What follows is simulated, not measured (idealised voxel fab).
Documented hereafter: the process module known as voxel released beams.
Cross-sectional view cut (width: 205 nm; square cell size: 5 nm).
A cross-section in this document is a grid of square cells, and it is written down as bands, the top band listed before the ones below it; a band is made up of one or more rows of cells.
The entry gives the band's vertical extent as a top height and a bottom height in nm, then its horizontal make-up as materials from left to right, each with a width in nm. "empty" stands for empty space; a single material marked "throughout" fills the band edge to edge.
All heights in this document are referenced to 0, defined as the level beneath which the wafer, as received, consists entirely of one material. The lowest band is not bounded below; it extends indefinitely downward and is written in the form "top 0, no bottom".
When a width is written as two numbers, as in "30..40", the first number is the width in the top row of cells of the band and the second is the width in its bottom row, and the width changes by the same amount from each row to the next.
It should be understood that the words "no change occurred", when stated for a given step, signify that the cross-section underwent no change in any of its cells during that step.
Look at "Fully sealed cavities" for the closed voids: empty spaces with no open path to the top, sized 8 cells or up. Each is width x height at distance, distance from the left edge, all nm.
after a step's settings: what the simulator itself notes on the step
If you see "overlay nm" on a step's line and that step has a mask, it's telling you how far right of where it was planned the mask ended up; a negative number means it went left instead.

# Process steps - plan
1,RECEIVE,material Si
2,CONFORMAL_DEP,material SiN,thk nm 10
3,DIRECTIONAL_DEP,material SiO2,thk nm 15
4,DIRECTIONAL_DEP,material aC,thk nm 10
5,PATTERN,tone open,mask id ANCHOR,material resist,width nm 35,thk nm 25,overlay nm 0
6,DIRECTIONAL_ETCH,etch materials aC,depth nm 10
7,STRIP,etch materials resist
8,DIRECTIONAL_ETCH,etch materials SiO2,depth nm 15
9,STRIP,etch materials aC
10,CONFORMAL_DEP,material TiN,thk nm 15
11,MASKED_ETCH,tone cover,mask id BEAM,width nm 80,etch materials TiN,depth nm 15,overlay nm 0
12,STRIP,etch materials SiO2

# Below: the first of two wafers, run as planned

# Incoming wafer, cross-sectional view, post step 1
> top 0, no bottom = Si throughout
> Fully sealed cavities: none

# After step 2, in cross-section
> top 10, bottom 0 = SiN throughout
> Rest of section, below 0: as before.

# After step 3, in cross-section
> top 25, bottom 10 = SiO2 throughout
> Rest of section, below 10: as before.

# After step 4, in cross-section
> top 35, bottom 25 = aC throughout
> Rest of section, below 25: as before.

# After step 5, in cross-section
> top 60, bottom 35 = resist 65  empty 35  resist 105
> Rest of section, below 35: as before.

# After step 6, in cross-section
> top 50, bottom 35 = resist 65  empty 35  resist 105
> top 35, bottom 25 = aC 65  empty 35  aC 105
> Rest of section, below 25: as before.

# After step 7, in cross-section
> top 35, bottom 25 = aC 65  empty 35  aC 105
> Rest of section, below 25: as before.

# After step 8, in cross-section
> top 35, bottom 25 = aC 65  empty 35  aC 105
> top 25, bottom 10 = SiO2 65  empty 35  SiO2 105
> Rest of section, below 10: as before.

# After step 9, in cross-section
> top 25, bottom 10 = SiO2 65  empty 35  SiO2 105
> Rest of section, below 10: as before.

# After step 10, in cross-section
> top 40, bottom 25 = TiN 80  empty 5  TiN 120
> top 25, bottom 10 = SiO2 65  TiN 35  SiO2 105
> Rest of section, below 10: as before.

# After step 11, in cross-section
> top 40, bottom 25 = empty 60  TiN 20  empty 5  TiN 55  empty 65
> Rest of section, below 25: as before.

# After step 12, in cross-section
> top 40, bottom 25 = empty 60  TiN 20  empty 5  TiN 55  empty 65
> top 25, bottom 10 = empty 65  TiN 35  empty 105
> Rest of section, below 10: as before.

# Here the second wafer is described. Its start and its plan were those of the first wafer. Its run contained one mistake. Up to and including step 1, it did exactly what the first wafer did

# Second wafer, sectioned view, at step 2's planned end time
> top 15, bottom 0 = SiN throughout
> Rest of section, below 0: as before.

# Second wafer, sectioned view, at step 3's planned end time
> top 30, bottom 15 = SiO2 throughout
> Rest of section, below 15: as before.

# Second wafer, sectioned view, at step 4's planned end time
> top 40, bottom 30 = aC throughout
> Rest of section, below 30: as before.

# Second wafer, sectioned view, at step 5's planned end time
> top 65, bottom 40 = resist 65  empty 35  resist 105
> Rest of section, below 40: as before.

# Second wafer, sectioned view, at step 6's planned end time
> top 55, bottom 40 = resist 65  empty 35  resist 105
> top 40, bottom 30 = aC 65  empty 35  aC 105
> Rest of section, below 30: as before.

# Second wafer, sectioned view, at step 7's planned end time
> top 40, bottom 30 = aC 65  empty 35  aC 105
> Rest of section, below 30: as before.

# Second wafer, sectioned view, at step 8's planned end time
> top 40, bottom 30 = aC 65  empty 35  aC 105
> top 30, bottom 15 = SiO2 65  empty 35  SiO2 105
> Rest of section, below 15: as before.

# Second wafer, sectioned view, at step 9's planned end time
> top 30, bottom 15 = SiO2 65  empty 35  SiO2 105
> Rest of section, below 15: as before.

# Second wafer, sectioned view, at step 10's planned end time
> top 45, bottom 30 = TiN 80  empty 5  TiN 120
> top 30, bottom 15 = SiO2 65  TiN 35  SiO2 105
> Rest of section, below 15: as before.

# Second wafer, sectioned view, at step 11's planned end time
> top 45, bottom 30 = empty 60  TiN 20  empty 5  TiN 55  empty 65
> Rest of section, below 30: as before.

# Second wafer, sectioned view, at step 12's planned end time
> top 45, bottom 30 = empty 60  TiN 20  empty 5  TiN 55  empty 65
> top 30, bottom 15 = empty 65  TiN 35  empty 105
> Rest of section, below 15: as before.
The plan and the run diverged here: so step 2 ended up running with a different setting than we planned, it ran as CONFORMAL_DEP,material SiN,thk nm 15
End of process, cell counts, second wafer against first, materials with more or fewer: SiN +41
